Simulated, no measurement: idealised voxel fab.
The document below concerns the process module designated voxel ribs on slabs.
205 nm wide, 5 nm square cells: that's cross-section cut.
Each cross-section below is a grid of square cells, stated as bands in top-down order, with one or more rows of cells making up each band.
Look at the band entry: it leads with the top's height and the bottom's height in nm. Then it lists the materials left to right, with a width in nm for each. The word "edge to edge" on a single material says that material fills the band edge to edge. The word "air" is empty space.
Height reference: 0 = level under which incoming wafer is all one material. Lowest band: no bottom, runs on downward, e.g. "0 down".
So if you see something like "30..40" for the width, read it as the top row of the band sitting at the first number and the bottom row at the second, with every row in between moving by the same amount as the last.
Step note "nothing altered" = no cross-section cell changed.
So "Trapped void list" is basically the list of trapped voids: any empty space of 8 cells or more that can't reach the top through an opening. They're written width x height at distance, the distance being from the left edge, and it's all nm.
Read whatever lies past the settings on a step's line as the simulator's own remark about the step.
A step line may carry the setting "overlay nm", which, for steps involving a mask, states the distance by which the mask lay to the right of its intended position; negative values denote displacement to the left.
# plan
| 1 | RECEIVE with material Si |
| 2 | DIRECTIONAL_DEP with material SiO2, thk nm 25 |
| 3 | DIRECTIONAL_DEP with material polySi, thk nm 20 |
| 4 | PATTERN with tone cover, mask id RIB, material resist, width nm 30, thk nm 20, overlay nm 0 |
| 5 | DIRECTIONAL_ETCH with etch materials polySi, depth nm 10 |
| 6 | STRIP with etch materials resist |
| 7 | MASKED_ETCH with tone cover, mask id SLAB, width nm 60, etch materials polySi, depth nm 10, overlay nm -15 |
| 8 | FILL_DEP with material SiO2, thk nm 25 |
| 9 | CMP with height nm 60 |
| 10 | DIRECTIONAL_DEP with material TiN, thk nm 5 |
| 11 | PATTERN with tone cover, mask id HEATER, material resist, width nm 40, thk nm 20, overlay nm 0 |
| 12 | DIRECTIONAL_ETCH with etch materials TiN, depth nm 5 |
| 13 | STRIP with etch materials resist |
| 14 | CONFORMAL_DEP with material SiO2, thk nm 10 |
Keep in mind the plan's value for the overlay nm of step 7 comes from the first wafer; the wafers don't share that setting, but they do share the same starting point.
# So this is the first of several wafers, cross-sectioned as it came to us, meaning it's at the end of step 1
0 down  Si edge to edge
Trapped void list: none
# Row per wafer, end-of-module: cell gain (+)/loss (-) by material since the wafer came in, then closed voids
overlay nm -15; +542 SiO2; +8 TiN; +36 polySi; Trapped void list: none
overlay nm -10; +542 SiO2; +8 TiN; +36 polySi; Trapped void list: none
overlay nm -5; +542 SiO2; +8 TiN; +36 polySi; Trapped void list: none
overlay nm 0; +542 SiO2; +8 TiN; +36 polySi; Trapped void list: none
overlay nm 5; +542 SiO2; +8 TiN; +36 polySi; Trapped void list: none
overlay nm 10; +542 SiO2; +8 TiN; +36 polySi; Trapped void list: none
overlay nm 15; +542 SiO2; +8 TiN; +36 polySi; Trapped void list: none
